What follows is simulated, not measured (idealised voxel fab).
This section sets out a process module, namely voxel released beams.
Square cell edge 5 nm, section width 235 nm, ID cut.
We lay out every cross-section as a grid of square cells and spell it out in bands from the top down, where one band means one or more rows of cells. The band entry comprises the height of the band's top followed by the height of its bottom, expressed in nm, and subsequently the band's materials from left to right, each stated together with its width in nm. Where a single material is marked with the word "all across", that material fills the band from edge to edge. The word "blank" represents empty space. Heights are reckoned from 0. Under this level, the received wafer is all of one material. The bottommost band is open-ended downward, for example "top 0, no bottom". A width such as "30->40" changes by the same amount from each row of cells to the next, from the band's top row to its bottom row. It should be understood that the words "no alteration", when stated for a given step, signify that the cross-section underwent no change in any of its cells during that step. Enclosed voids (no open way to top), threshold 8 cells or more, entry "Completely sealed voids", notation width x height at distance, distance from left edge, nm. after a step's settings: what the simulator itself notes on the step. Regarding "overlay nm": on a step with a mask, it is the distance the mask lay to the right of its planned place; a negative value places it to the left.

# Process steps - plan
1 RECEIVE, material Si
2 CONFORMAL_DEP, material Al2O3, thk nm 5
3 DIRECTIONAL_DEP, material SiO2, thk nm 20
4 MASKED_ETCH, tone open, mask id ANCHOR, width nm 25, etch materials SiO2, depth nm 20, overlay nm 0
5 CONFORMAL_DEP, material W, thk nm 10
6 DIRECTIONAL_DEP, material aC, thk nm 10
7 PATTERN, tone cover, mask id BEAM, material resist, width nm 80, thk nm 25, overlay nm 0
8 DIRECTIONAL_ETCH, etch materials aC, depth nm 10
9 STRIP, etch materials resist
10 DIRECTIONAL_ETCH, etch materials W, depth nm 10
11 STRIP, etch materials aC
12 STRIP, etch materials SiO2

# as received, after step 1
- top 0, no bottom | Si all across
- Completely sealed voids: none

# The first of two wafers, cross-sectioned at the end of the module, with the run proceeding as planned
- top 35, bottom 25 | blank=75, W=15, blank=5, W=60, blank=80
- top 25, bottom 15 | blank=80, W=10, blank=5, W=10, blank=130
- top 15, bottom 5 | blank=80, W=25, blank=130
- top 5, bottom 0 | Al2O3 all across
- top 0, no bottom | Si all across
- Completely sealed voids: none

# Second wafer through the module, sectioned at the end: same beginning and same plan as the first wafer, with one mistake in carrying it out
- top 35, bottom 25 | blank=75, W=25, blank=5, W=50, blank=80
- top 25, bottom 15 | blank=90, W=10, blank=5, W=10, blank=120
- top 15, bottom 5 | blank=90, W=25, blank=120
- top 5, bottom 0 | Al2O3 all across
- top 0, no bottom | Si all across
- Completely sealed voids: none
Run error: step 4 ran differently from the plan; actual operation with settings: MASKED_ETCH, tone open, mask id ANCHOR, width nm 25, etch materials SiO2, depth nm 20, overlay nm 10
So at the finish, the second wafer's got exactly as many cells of each material as the first, just not in the same spots.
